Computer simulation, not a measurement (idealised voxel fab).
process module | voxel wiring stack
cross-section cut | 275 nm wide | cells 5 nm
A cross-section is a grid of square cells, given in bands from the top down. A band is one or more rows of cells.
Each band's line starts with the height of the band's top and of its bottom, in nm. Then come its materials from left to right, each with its width in nm. One material with "throughout" fills the band from edge to edge. "air" is empty space.
Height 0 is the level under which the wafer as received is all one material. The lowest band goes on downwards, as in "0 down".
A width such as "30 to 40" changes by the same amount from each row of cells to the next, from the band's top row to its bottom row.
"no change" after a step means that no cell of the cross-section changed.
closed voids: empty space of 8 cells or more with no open way to the top, each as width x height at its distance from the left edge, in nm
after a step's settings: what the simulator itself notes on the step
overlay nm, on a step with a mask: how far to the right of its planned place the mask lay; to the left if negative
plan
1 op RECEIVE | material Si
2 op CONFORMAL_DEP | material SiO2 | thk nm 10
3 op DIRECTIONAL_DEP | material TiN | thk nm 5
4 op DIRECTIONAL_DEP | material W | thk nm 15
5 op DIRECTIONAL_DEP | material aC | thk nm 15
6 op PATTERN | tone cover | mask id METAL_1 | material resist | width nm 30 | pitch nm 55 | thk nm 30 | overlay nm 0
7 op DIRECTIONAL_ETCH | etch materials aC | depth nm 15
8 op STRIP | etch materials resist
9 op DIRECTIONAL_ETCH | etch materials W | depth nm 15
10 op DIRECTIONAL_ETCH | etch materials TiN | depth nm 5
11 op STRIP | etch materials aC
12 op CONFORMAL_DEP | material SiCN | thk nm 5
13 op FILL_DEP | material SiO2 | thk nm 10
14 op CMP | height nm 30
15 op CONFORMAL_DEP | material SiCN | thk nm 5
16 op DIRECTIONAL_DEP | material SiO2 | thk nm 20
17 op PATTERN | tone open | mask id PLUG_1 | material resist | width nm 15 | pitch nm 55 | thk nm 20 | overlay nm 0
18 op DIRECTIONAL_ETCH | etch materials SiO2 | depth nm 20
19 op DIRECTIONAL_ETCH | etch materials SiCN | depth nm 5
20 op STRIP | etch materials resist
21 op EPI | material Ru | thk nm 10
22 op EPI | material Ru | thk nm 10
23 op EPI | material Ru | thk nm 5
24 op DIRECTIONAL_DEP | material TiN | thk nm 5
25 op DIRECTIONAL_DEP | material Ru | thk nm 25
26 op DIRECTIONAL_DEP | material aC | thk nm 15
27 op PATTERN | tone cover | mask id METAL_2 | material resist | width nm 30 | pitch nm 55 | thk nm 35 | overlay nm 0
28 op DIRECTIONAL_ETCH | etch materials aC | depth nm 15
29 op STRIP | etch materials resist
30 op DIRECTIONAL_ETCH | etch materials Ru | depth nm 25
31 op DIRECTIONAL_ETCH | etch materials TiN | depth nm 5
32 op STRIP | etch materials aC
33 op FILL_DEP | material lowk | thk nm 5
34 op CMP | height nm 85
35 op CONFORMAL_DEP | material SiCN | thk nm 5
36 op DIRECTIONAL_DEP | material lowk | thk nm 20
37 op PATTERN | tone open | mask id PLUG_2 | material resist | width nm 15 | pitch nm 110 | thk nm 20 | overlay nm 0
38 op DIRECTIONAL_ETCH | etch materials lowk | depth nm 20
39 op DIRECTIONAL_ETCH | etch materials SiCN | depth nm 5
40 op STRIP | etch materials resist
41 op CONFORMAL_DEP | material TiN | thk nm 5
42 op FILL_DEP | material Ru | thk nm 10
43 op CMP | height nm 110
44 op DIRECTIONAL_DEP | material TiN | thk nm 5
45 op DIRECTIONAL_DEP | material Ru | thk nm 15
46 op PATTERN | tone cover | mask id METAL_3 | material resist | width nm 30 | pitch nm 55 | thk nm 20 | overlay nm 0
47 op DIRECTIONAL_ETCH | etch materials Ru | depth nm 15
48 op DIRECTIONAL_ETCH | etch materials TiN | depth nm 5
49 op STRIP | etch materials resist
50 op CONFORMAL_DEP | material SiN | thk nm 5
51 op FILL_DEP | material lowk | thk nm 10
52 op CMP | height nm 130
53 op CONFORMAL_DEP | material SiCN | thk nm 5
54 op DIRECTIONAL_DEP | material SiO2 | thk nm 30
55 op MASKED_ETCH | tone open | mask id METAL_4 | width nm 30 | pitch nm 55 | etch materials SiO2 | depth nm 20 | overlay nm 0
56 op MASKED_ETCH | tone open | mask id METAL_4_HOLES | width nm 15 | pitch nm 55 | etch materials SiO2 | depth nm 10 | overlay nm 0
57 op MASKED_ETCH | tone open | mask id METAL_4_HOLES | width nm 15 | pitch nm 55 | etch materials SiCN | depth nm 5 | overlay nm 0
58 op CONFORMAL_DEP | material TiN | thk nm 5
59 op FILL_DEP | material Cu | thk nm 5
60 op CMP | height nm 165
61 op CONFORMAL_DEP | material SiCN | thk nm 5
first wafer, as planned
as received, after step 1
  0 down: Si throughout
  closed voids: none
after step 2
  10 to 0: SiO2 throughout
  below 0: unchanged
after step 3
  15 to 10: TiN throughout
  below 10: unchanged
after step 4
  30 to 15: W throughout
  below 15: unchanged
after step 5
  45 to 30: aC throughout
  below 30: unchanged
after step 6
  75 to 45: air 65 | resist 30 | air 25 | resist 30 | air 25 | resist 30 | air 70
  below 45: unchanged
after step 7
  60 to 45: air 65 | resist 30 | air 25 | resist 30 | air 25 | resist 30 | air 70
  45 to 30: air 65 | aC 30 | air 25 | aC 30 | air 25 | aC 30 | air 70
  below 30: unchanged
after step 8
  45 to 30: air 65 | aC 30 | air 25 | aC 30 | air 25 | aC 30 | air 70
  below 30: unchanged
after step 9
  45 to 30: air 65 | aC 30 | air 25 | aC 30 | air 25 | aC 30 | air 70
  30 to 15: air 65 | W 30 | air 25 | W 30 | air 25 | W 30 | air 70
  below 15: unchanged
after step 10
  45 to 30: air 65 | aC 30 | air 25 | aC 30 | air 25 | aC 30 | air 70
  30 to 15: air 65 | W 30 | air 25 | W 30 | air 25 | W 30 | air 70
  15 to 10: air 65 | TiN 30 | air 25 | TiN 30 | air 25 | TiN 30 | air 70
  below 10: unchanged
after step 11
  30 to 15: air 65 | W 30 | air 25 | W 30 | air 25 | W 30 | air 70
  below 15: unchanged
after step 12
  35 to 30: air 60 | SiCN 40 | air 15 | SiCN 40 | air 15 | SiCN 40 | air 65
  30 to 15: air 60 | SiCN 5 | W 30 | SiCN 5 | air 15 | SiCN 5 | W 30 | SiCN 5 | air 15 | SiCN 5 | W 30 | SiCN 5 | air 65
  15 to 10: SiCN 65 | TiN 30 | SiCN 25 | TiN 30 | SiCN 25 | TiN 30 | SiCN 70
  below 10: unchanged
after step 13
  45 to 35: SiO2 throughout
  35 to 30: SiO2 60 | SiCN 40 | SiO2 15 | SiCN 40 | SiO2 15 | SiCN 40 | SiO2 65
  30 to 15: SiO2 60 | SiCN 5 | W 30 | SiCN 5 | SiO2 15 | SiCN 5 | W 30 | SiCN 5 | SiO2 15 | SiCN 5 | W 30 | SiCN 5 | SiO2 65
  below 15: unchanged
after step 14
  30 to 15: SiO2 60 | SiCN 5 | W 30 | SiCN 5 | SiO2 15 | SiCN 5 | W 30 | SiCN 5 | SiO2 15 | SiCN 5 | W 30 | SiCN 5 | SiO2 65
  below 15: unchanged
after step 15
  35 to 30: SiCN throughout
  below 30: unchanged
after step 16
  55 to 35: SiO2 throughout
  below 35: unchanged
after step 17
  75 to 55: resist 65 | air 15 | resist 40 | air 15 | resist 40 | air 15 | resist 85
  below 55: unchanged
after step 18
  75 to 55: resist 65 | air 15 | resist 40 | air 15 | resist 40 | air 15 | resist 85
  55 to 35: SiO2 65 | air 15 | SiO2 40 | air 15 | SiO2 40 | air 15 | SiO2 85
  below 35: unchanged
after step 19
  75 to 55: resist 65 | air 15 | resist 40 | air 15 | resist 40 | air 15 | resist 85
  55 to 35: SiO2 65 | air 15 | SiO2 40 | air 15 | SiO2 40 | air 15 | SiO2 85
  35 to 30: SiCN 65 | air 15 | SiCN 40 | air 15 | SiCN 40 | air 15 | SiCN 85
  below 30: unchanged
after step 20
  55 to 35: SiO2 65 | air 15 | SiO2 40 | air 15 | SiO2 40 | air 15 | SiO2 85
  below 35: unchanged
after step 21
  55 to 40: SiO2 65 | air 15 | SiO2 40 | air 15 | SiO2 40 | air 15 | SiO2 85
  40 to 35: SiO2 65 | Ru 15 | SiO2 40 | Ru 15 | SiO2 40 | Ru 15 | SiO2 85
  35 to 30: SiCN 65 | Ru 15 | SiCN 40 | Ru 15 | SiCN 40 | Ru 15 | SiCN 85
  below 30: unchanged
after step 22
  55 to 50: SiO2 65 | air 15 | SiO2 40 | air 15 | SiO2 40 | air 15 | SiO2 85
  50 to 35: SiO2 65 | Ru 15 | SiO2 40 | Ru 15 | SiO2 40 | Ru 15 | SiO2 85
  below 35: unchanged
after step 23
  55 to 35: SiO2 65 | Ru 15 | SiO2 40 | Ru 15 | SiO2 40 | Ru 15 | SiO2 85
  below 35: unchanged
after step 24
  60 to 55: TiN throughout
  below 55: unchanged
after step 25
  85 to 60: Ru throughout
  below 60: unchanged
after step 26
  100 to 85: aC throughout
  below 85: unchanged
after step 27
  135 to 100: air 65 | resist 30 | air 25 | resist 30 | air 25 | resist 30 | air 70
  below 100: unchanged
after step 28
  120 to 100: air 65 | resist 30 | air 25 | resist 30 | air 25 | resist 30 | air 70
  100 to 85: air 65 | aC 30 | air 25 | aC 30 | air 25 | aC 30 | air 70
  below 85: unchanged
after step 29
  100 to 85: air 65 | aC 30 | air 25 | aC 30 | air 25 | aC 30 | air 70
  below 85: unchanged
after step 30
  100 to 85: air 65 | aC 30 | air 25 | aC 30 | air 25 | aC 30 | air 70
  85 to 60: air 65 | Ru 30 | air 25 | Ru 30 | air 25 | Ru 30 | air 70
  below 60: unchanged
after step 31
  100 to 85: air 65 | aC 30 | air 25 | aC 30 | air 25 | aC 30 | air 70
  85 to 60: air 65 | Ru 30 | air 25 | Ru 30 | air 25 | Ru 30 | air 70
  60 to 55: air 65 | TiN 30 | air 25 | TiN 30 | air 25 | TiN 30 | air 70
  below 55: unchanged
after step 32
  85 to 60: air 65 | Ru 30 | air 25 | Ru 30 | air 25 | Ru 30 | air 70
  below 60: unchanged
after step 33
  90 to 85: lowk throughout
  85 to 60: lowk 65 | Ru 30 | lowk 25 | Ru 30 | lowk 25 | Ru 30 | lowk 70
  60 to 55: lowk 65 | TiN 30 | lowk 25 | TiN 30 | lowk 25 | TiN 30 | lowk 70
  below 55: unchanged
after step 34
  85 to 60: lowk 65 | Ru 30 | lowk 25 | Ru 30 | lowk 25 | Ru 30 | lowk 70
  below 60: unchanged
after step 35
  90 to 85: SiCN throughout
  below 85: unchanged
after step 36
  110 to 90: lowk throughout
  below 90: unchanged
after step 37
  130 to 110: resist 65 | air 15 | resist 95 | air 15 | resist 85
  below 110: unchanged
after step 38
  130 to 110: resist 65 | air 15 | resist 95 | air 15 | resist 85
  110 to 90: lowk 65 | air 15 | lowk 95 | air 15 | lowk 85
  below 90: unchanged
after step 39
  130 to 110: resist 65 | air 15 | resist 95 | air 15 | resist 85
  110 to 90: lowk 65 | air 15 | lowk 95 | air 15 | lowk 85
  90 to 85: SiCN 65 | air 15 | SiCN 95 | air 15 | SiCN 85
  below 85: unchanged
after step 40
  110 to 90: lowk 65 | air 15 | lowk 95 | air 15 | lowk 85
  below 90: unchanged
after step 41
  115 to 110: TiN 70 | air 5 | TiN 105 | air 5 | TiN 90
  110 to 90: lowk 65 | TiN 5 | air 5 | TiN 5 | lowk 95 | TiN 5 | air 5 | TiN 5 | lowk 85
  90 to 85: SiCN 65 | TiN 15 | SiCN 95 | TiN 15 | SiCN 85
  below 85: unchanged
after step 42
  125 to 115: Ru throughout
  115 to 110: TiN 70 | Ru 5 | TiN 105 | Ru 5 | TiN 90
  110 to 90: lowk 65 | TiN 5 | Ru 5 | TiN 5 | lowk 95 | TiN 5 | Ru 5 | TiN 5 | lowk 85
  below 90: unchanged
after step 43
  110 to 90: lowk 65 | TiN 5 | Ru 5 | TiN 5 | lowk 95 | TiN 5 | Ru 5 | TiN 5 | lowk 85
  below 90: unchanged
after step 44
  115 to 110: TiN throughout
  below 110: unchanged
after step 45
  130 to 115: Ru throughout
  below 115: unchanged
after step 46
  150 to 130: air 65 | resist 30 | air 25 | resist 30 | air 25 | resist 30 | air 70
  below 130: unchanged
after step 47
  150 to 130: air 65 | resist 30 | air 25 | resist 30 | air 25 | resist 30 | air 70
  130 to 115: air 65 | Ru 30 | air 25 | Ru 30 | air 25 | Ru 30 | air 70
  below 115: unchanged
after step 48
  150 to 130: air 65 | resist 30 | air 25 | resist 30 | air 25 | resist 30 | air 70
  130 to 115: air 65 | Ru 30 | air 25 | Ru 30 | air 25 | Ru 30 | air 70
  115 to 110: air 65 | TiN 30 | air 25 | TiN 30 | air 25 | TiN 30 | air 70
  below 110: unchanged
after step 49
  130 to 115: air 65 | Ru 30 | air 25 | Ru 30 | air 25 | Ru 30 | air 70
  below 115: unchanged
after step 50
  135 to 130: air 60 | SiN 40 | air 15 | SiN 40 | air 15 | SiN 40 | air 65
  130 to 115: air 60 | SiN 5 | Ru 30 | SiN 5 | air 15 | SiN 5 | Ru 30 | SiN 5 | air 15 | SiN 5 | Ru 30 | SiN 5 | air 65
  115 to 110: SiN 65 | TiN 30 | SiN 25 | TiN 30 | SiN 25 | TiN 30 | SiN 70
  below 110: unchanged
after step 51
  145 to 135: lowk throughout
  135 to 130: lowk 60 | SiN 40 | lowk 15 | SiN 40 | lowk 15 | SiN 40 | lowk 65
  130 to 115: lowk 60 | SiN 5 | Ru 30 | SiN 5 | lowk 15 | SiN 5 | Ru 30 | SiN 5 | lowk 15 | SiN 5 | Ru 30 | SiN 5 | lowk 65
  below 115: unchanged
after step 52
  130 to 115: lowk 60 | SiN 5 | Ru 30 | SiN 5 | lowk 15 | SiN 5 | Ru 30 | SiN 5 | lowk 15 | SiN 5 | Ru 30 | SiN 5 | lowk 65
  below 115: unchanged
after step 53
  135 to 130: SiCN throughout
  below 130: unchanged
after step 54
  165 to 135: SiO2 throughout
  below 135: unchanged
after step 55
  165 to 145: SiO2 65 | air 30 | SiO2 25 | air 30 | SiO2 25 | air 30 | SiO2 70
  below 145: unchanged
after step 56
  165 to 145: SiO2 65 | air 30 | SiO2 25 | air 30 | SiO2 25 | air 30 | SiO2 70
  145 to 135: SiO2 65 | air 15 | SiO2 40 | air 15 | SiO2 40 | air 15 | SiO2 85
  below 135: unchanged
after step 57
  165 to 145: SiO2 65 | air 30 | SiO2 25 | air 30 | SiO2 25 | air 30 | SiO2 70
  145 to 135: SiO2 65 | air 15 | SiO2 40 | air 15 | SiO2 40 | air 15 | SiO2 85
  135 to 130: SiCN 65 | air 15 | SiCN 40 | air 15 | SiCN 40 | air 15 | SiCN 85
  below 130: unchanged
after step 58
  170 to 165: TiN 70 | air 20 | TiN 35 | air 20 | TiN 35 | air 20 | TiN 75
  165 to 150: SiO2 65 | TiN 5 | air 20 | TiN 5 | SiO2 25 | TiN 5 | air 20 | TiN 5 | SiO2 25 | TiN 5 | air 20 | TiN 5 | SiO2 70
  150 to 145: SiO2 65 | TiN 5 | air 5 | TiN 20 | SiO2 25 | TiN 5 | air 5 | TiN 20 | SiO2 25 | TiN 5 | air 5 | TiN 20 | SiO2 70
  145 to 135: SiO2 65 | TiN 5 | air 5 | TiN 5 | SiO2 40 | TiN 5 | air 5 | TiN 5 | SiO2 40 | TiN 5 | air 5 | TiN 5 | SiO2 85
  135 to 130: SiCN 65 | TiN 15 | SiCN 40 | TiN 15 | SiCN 40 | TiN 15 | SiCN 85
  below 130: unchanged
after step 59
  175 to 170: Cu throughout
  170 to 165: TiN 70 | Cu 20 | TiN 35 | Cu 20 | TiN 35 | Cu 20 | TiN 75
  165 to 150: SiO2 65 | TiN 5 | Cu 20 | TiN 5 | SiO2 25 | TiN 5 | Cu 20 | TiN 5 | SiO2 25 | TiN 5 | Cu 20 | TiN 5 | SiO2 70
  150 to 145: SiO2 65 | TiN 5 | Cu 5 | TiN 20 | SiO2 25 | TiN 5 | Cu 5 | TiN 20 | SiO2 25 | TiN 5 | Cu 5 | TiN 20 | SiO2 70
  145 to 135: SiO2 65 | TiN 5 | Cu 5 | TiN 5 | SiO2 40 | TiN 5 | Cu 5 | TiN 5 | SiO2 40 | TiN 5 | Cu 5 | TiN 5 | SiO2 85
  below 135: unchanged
after step 60
  165 to 150: SiO2 65 | TiN 5 | Cu 20 | TiN 5 | SiO2 25 | TiN 5 | Cu 20 | TiN 5 | SiO2 25 | TiN 5 | Cu 20 | TiN 5 | SiO2 70
  below 150: unchanged
after step 61
  170 to 165: SiCN throughout
  below 165: unchanged
second wafer: like start, like plan, one mistake. Through step 20 it matches the first wafer
when step 22 should have ended
  60 to 55: air 60 | Ru 25 | air 30 | Ru 25 | air 30 | Ru 25 | air 80
  55 to 35: SiO2 65 | Ru 15 | SiO2 40 | Ru 15 | SiO2 40 | Ru 15 | SiO2 85
  35 to 30: SiCN 65 | Ru 15 | SiCN 40 | Ru 15 | SiCN 40 | Ru 15 | SiCN 85
  below 30: unchanged
when step 23 should have ended
  65 to 55: air 55 | Ru 35 | air 20 | Ru 35 | air 20 | Ru 35 | air 75
  below 55: unchanged
when step 24 should have ended
  70 to 65: air 55 | TiN 35 | air 20 | TiN 35 | air 20 | TiN 35 | air 75
  65 to 60: air 55 | Ru 35 | air 20 | Ru 35 | air 20 | Ru 35 | air 75
  60 to 55: TiN 55 | Ru 35 | TiN 20 | Ru 35 | TiN 20 | Ru 35 | TiN 75
  below 55: unchanged
when step 25 should have ended
  95 to 85: air 55 | Ru 35 | air 20 | Ru 35 | air 20 | Ru 35 | air 75
  85 to 70: Ru throughout
  70 to 65: Ru 55 | TiN 35 | Ru 20 | TiN 35 | Ru 20 | TiN 35 | Ru 75
  65 to 60: Ru throughout
  below 60: unchanged
when step 26 should have ended
  110 to 100: air 55 | aC 35 | air 20 | aC 35 | air 20 | aC 35 | air 75
  100 to 95: aC throughout
  95 to 85: aC 55 | Ru 35 | aC 20 | Ru 35 | aC 20 | Ru 35 | aC 75
  below 85: unchanged
when step 27 should have ended
  145 to 110: air 65 | resist 30 | air 25 | resist 30 | air 25 | resist 30 | air 70
  110 to 100: air 55 | aC 35 | resist 5 | air 15 | aC 35 | resist 5 | air 15 | aC 35 | resist 5 | air 70
  below 100: unchanged
when step 28 should have ended
  130 to 110: air 65 | resist 30 | air 25 | resist 30 | air 25 | resist 30 | air 70
  110 to 100: air 65 | aC 25 | resist 5 | air 25 | aC 25 | resist 5 | air 25 | aC 25 | resist 5 | air 70
  100 to 95: air 65 | aC 30 | air 25 | aC 30 | air 25 | aC 30 | air 70
  95 to 85: air 55 | Ru 35 | aC 5 | air 15 | Ru 35 | aC 5 | air 15 | Ru 35 | aC 5 | air 70
  below 85: unchanged
when step 29 should have ended
  110 to 100: air 65 | aC 25 | air 30 | aC 25 | air 30 | aC 25 | air 75
  below 100: unchanged
when step 30 should have ended
  110 to 100: air 65 | aC 25 | air 30 | aC 25 | air 30 | aC 25 | air 75
  100 to 95: air 65 | aC 30 | air 25 | aC 30 | air 25 | aC 30 | air 70
  95 to 85: air 65 | Ru 25 | aC 5 | air 25 | Ru 25 | aC 5 | air 25 | Ru 25 | aC 5 | air 70
  85 to 70: air 65 | Ru 30 | air 25 | Ru 30 | air 25 | Ru 30 | air 70
  70 to 65: air 55 | TiN 35 | Ru 5 | air 15 | TiN 35 | Ru 5 | air 15 | TiN 35 | Ru 5 | air 70
  65 to 60: air 55 | Ru 40 | air 15 | Ru 40 | air 15 | Ru 40 | air 70
  below 60: unchanged
when step 31 should have ended
  110 to 100: air 65 | aC 25 | air 30 | aC 25 | air 30 | aC 25 | air 75
  100 to 95: air 65 | aC 30 | air 25 | aC 30 | air 25 | aC 30 | air 70
  95 to 85: air 65 | Ru 25 | aC 5 | air 25 | Ru 25 | aC 5 | air 25 | Ru 25 | aC 5 | air 70
  85 to 70: air 65 | Ru 30 | air 25 | Ru 30 | air 25 | Ru 30 | air 70
  70 to 65: air 65 | TiN 25 | Ru 5 | air 25 | TiN 25 | Ru 5 | air 25 | TiN 25 | Ru 5 | air 70
  65 to 60: air 55 | Ru 40 | air 15 | Ru 40 | air 15 | Ru 40 | air 70
  60 to 55: air 55 | Ru 35 | TiN 5 | air 15 | Ru 35 | TiN 5 | air 15 | Ru 35 | TiN 5 | air 70
  below 55: unchanged
when step 32 should have ended
  95 to 85: air 65 | Ru 25 | air 30 | Ru 25 | air 30 | Ru 25 | air 75
  below 85: unchanged
when step 33 should have ended
  100 to 95: lowk throughout
  95 to 85: lowk 65 | Ru 25 | lowk 30 | Ru 25 | lowk 30 | Ru 25 | lowk 75
  85 to 70: lowk 65 | Ru 30 | lowk 25 | Ru 30 | lowk 25 | Ru 30 | lowk 70
  70 to 65: lowk 65 | TiN 25 | Ru 5 | lowk 25 | TiN 25 | Ru 5 | lowk 25 | TiN 25 | Ru 5 | lowk 70
  65 to 60: lowk 55 | Ru 40 | lowk 15 | Ru 40 | lowk 15 | Ru 40 | lowk 70
  60 to 55: lowk 55 | Ru 35 | TiN 5 | lowk 15 | Ru 35 | TiN 5 | lowk 15 | Ru 35 | TiN 5 | lowk 70
  below 55: unchanged
when step 34 should have ended
  85 to 70: lowk 65 | Ru 30 | lowk 25 | Ru 30 | lowk 25 | Ru 30 | lowk 70
  below 70: unchanged
when step 35 should have ended
  90 to 85: SiCN throughout
  below 85: unchanged
when step 36 should have ended
  110 to 90: lowk throughout
  below 90: unchanged
when step 37 should have ended
  130 to 110: resist 65 | air 15 | resist 95 | air 15 | resist 85
  below 110: unchanged
when step 38 should have ended
  130 to 110: resist 65 | air 15 | resist 95 | air 15 | resist 85
  110 to 90: lowk 65 | air 15 | lowk 95 | air 15 | lowk 85
  below 90: unchanged
when step 39 should have ended
  130 to 110: resist 65 | air 15 | resist 95 | air 15 | resist 85
  110 to 90: lowk 65 | air 15 | lowk 95 | air 15 | lowk 85
  90 to 85: SiCN 65 | air 15 | SiCN 95 | air 15 | SiCN 85
  below 85: unchanged
when step 40 should have ended
  110 to 90: lowk 65 | air 15 | lowk 95 | air 15 | lowk 85
  below 90: unchanged
when step 41 should have ended
  115 to 110: TiN 70 | air 5 | TiN 105 | air 5 | TiN 90
  110 to 90: lowk 65 | TiN 5 | air 5 | TiN 5 | lowk 95 | TiN 5 | air 5 | TiN 5 | lowk 85
  90 to 85: SiCN 65 | TiN 15 | SiCN 95 | TiN 15 | SiCN 85
  below 85: unchanged
when step 42 should have ended
  125 to 115: Ru throughout
  115 to 110: TiN 70 | Ru 5 | TiN 105 | Ru 5 | TiN 90
  110 to 90: lowk 65 | TiN 5 | Ru 5 | TiN 5 | lowk 95 | TiN 5 | Ru 5 | TiN 5 | lowk 85
  below 90: unchanged
when step 43 should have ended
  110 to 90: lowk 65 | TiN 5 | Ru 5 | TiN 5 | lowk 95 | TiN 5 | Ru 5 | TiN 5 | lowk 85
  below 90: unchanged
when step 44 should have ended
  115 to 110: TiN throughout
  below 110: unchanged
when step 45 should have ended
  130 to 115: Ru throughout
  below 115: unchanged
when step 46 should have ended
  150 to 130: air 65 | resist 30 | air 25 | resist 30 | air 25 | resist 30 | air 70
  below 130: unchanged
when step 47 should have ended
  150 to 130: air 65 | resist 30 | air 25 | resist 30 | air 25 | resist 30 | air 70
  130 to 115: air 65 | Ru 30 | air 25 | Ru 30 | air 25 | Ru 30 | air 70
  below 115: unchanged
when step 48 should have ended
  150 to 130: air 65 | resist 30 | air 25 | resist 30 | air 25 | resist 30 | air 70
  130 to 115: air 65 | Ru 30 | air 25 | Ru 30 | air 25 | Ru 30 | air 70
  115 to 110: air 65 | TiN 30 | air 25 | TiN 30 | air 25 | TiN 30 | air 70
  below 110: unchanged
when step 49 should have ended
  130 to 115: air 65 | Ru 30 | air 25 | Ru 30 | air 25 | Ru 30 | air 70
  below 115: unchanged
when step 50 should have ended
  135 to 130: air 60 | SiN 40 | air 15 | SiN 40 | air 15 | SiN 40 | air 65
  130 to 115: air 60 | SiN 5 | Ru 30 | SiN 5 | air 15 | SiN 5 | Ru 30 | SiN 5 | air 15 | SiN 5 | Ru 30 | SiN 5 | air 65
  115 to 110: SiN 65 | TiN 30 | SiN 25 | TiN 30 | SiN 25 | TiN 30 | SiN 70
  below 110: unchanged
when step 51 should have ended
  145 to 135: lowk throughout
  135 to 130: lowk 60 | SiN 40 | lowk 15 | SiN 40 | lowk 15 | SiN 40 | lowk 65
  130 to 115: lowk 60 | SiN 5 | Ru 30 | SiN 5 | lowk 15 | SiN 5 | Ru 30 | SiN 5 | lowk 15 | SiN 5 | Ru 30 | SiN 5 | lowk 65
  below 115: unchanged
when step 52 should have ended
  130 to 115: lowk 60 | SiN 5 | Ru 30 | SiN 5 | lowk 15 | SiN 5 | Ru 30 | SiN 5 | lowk 15 | SiN 5 | Ru 30 | SiN 5 | lowk 65
  below 115: unchanged
when step 53 should have ended
  135 to 130: SiCN throughout
  below 130: unchanged
when step 54 should have ended
  165 to 135: SiO2 throughout
  below 135: unchanged
when step 55 should have ended
  165 to 145: SiO2 65 | air 30 | SiO2 25 | air 30 | SiO2 25 | air 30 | SiO2 70
  below 145: unchanged
when step 56 should have ended
  165 to 145: SiO2 65 | air 30 | SiO2 25 | air 30 | SiO2 25 | air 30 | SiO2 70
  145 to 135: SiO2 65 | air 15 | SiO2 40 | air 15 | SiO2 40 | air 15 | SiO2 85
  below 135: unchanged
when step 57 should have ended
  165 to 145: SiO2 65 | air 30 | SiO2 25 | air 30 | SiO2 25 | air 30 | SiO2 70
  145 to 135: SiO2 65 | air 15 | SiO2 40 | air 15 | SiO2 40 | air 15 | SiO2 85
  135 to 130: SiCN 65 | air 15 | SiCN 40 | air 15 | SiCN 40 | air 15 | SiCN 85
  below 130: unchanged
when step 58 should have ended
  170 to 165: TiN 70 | air 20 | TiN 35 | air 20 | TiN 35 | air 20 | TiN 75
  165 to 150: SiO2 65 | TiN 5 | air 20 | TiN 5 | SiO2 25 | TiN 5 | air 20 | TiN 5 | SiO2 25 | TiN 5 | air 20 | TiN 5 | SiO2 70
  150 to 145: SiO2 65 | TiN 5 | air 5 | TiN 20 | SiO2 25 | TiN 5 | air 5 | TiN 20 | SiO2 25 | TiN 5 | air 5 | TiN 20 | SiO2 70
  145 to 135: SiO2 65 | TiN 5 | air 5 | TiN 5 | SiO2 40 | TiN 5 | air 5 | TiN 5 | SiO2 40 | TiN 5 | air 5 | TiN 5 | SiO2 85
  135 to 130: SiCN 65 | TiN 15 | SiCN 40 | TiN 15 | SiCN 40 | TiN 15 | SiCN 85
  below 130: unchanged
when step 59 should have ended
  175 to 170: Cu throughout
  170 to 165: TiN 70 | Cu 20 | TiN 35 | Cu 20 | TiN 35 | Cu 20 | TiN 75
  165 to 150: SiO2 65 | TiN 5 | Cu 20 | TiN 5 | SiO2 25 | TiN 5 | Cu 20 | TiN 5 | SiO2 25 | TiN 5 | Cu 20 | TiN 5 | SiO2 70
  150 to 145: SiO2 65 | TiN 5 | Cu 5 | TiN 20 | SiO2 25 | TiN 5 | Cu 5 | TiN 20 | SiO2 25 | TiN 5 | Cu 5 | TiN 20 | SiO2 70
  145 to 135: SiO2 65 | TiN 5 | Cu 5 | TiN 5 | SiO2 40 | TiN 5 | Cu 5 | TiN 5 | SiO2 40 | TiN 5 | Cu 5 | TiN 5 | SiO2 85
  below 135: unchanged
when step 60 should have ended
  165 to 150: SiO2 65 | TiN 5 | Cu 20 | TiN 5 | SiO2 25 | TiN 5 | Cu 20 | TiN 5 | SiO2 25 | TiN 5 | Cu 20 | TiN 5 | SiO2 70
  below 150: unchanged
when step 61 should have ended
  170 to 165: SiCN throughout
  below 165: unchanged
what went wrong: one of the steps 21 and 22, which are alike, was run twice
at the end the second wafer has, in cells: 12 more of Ru | 12 fewer of lowk
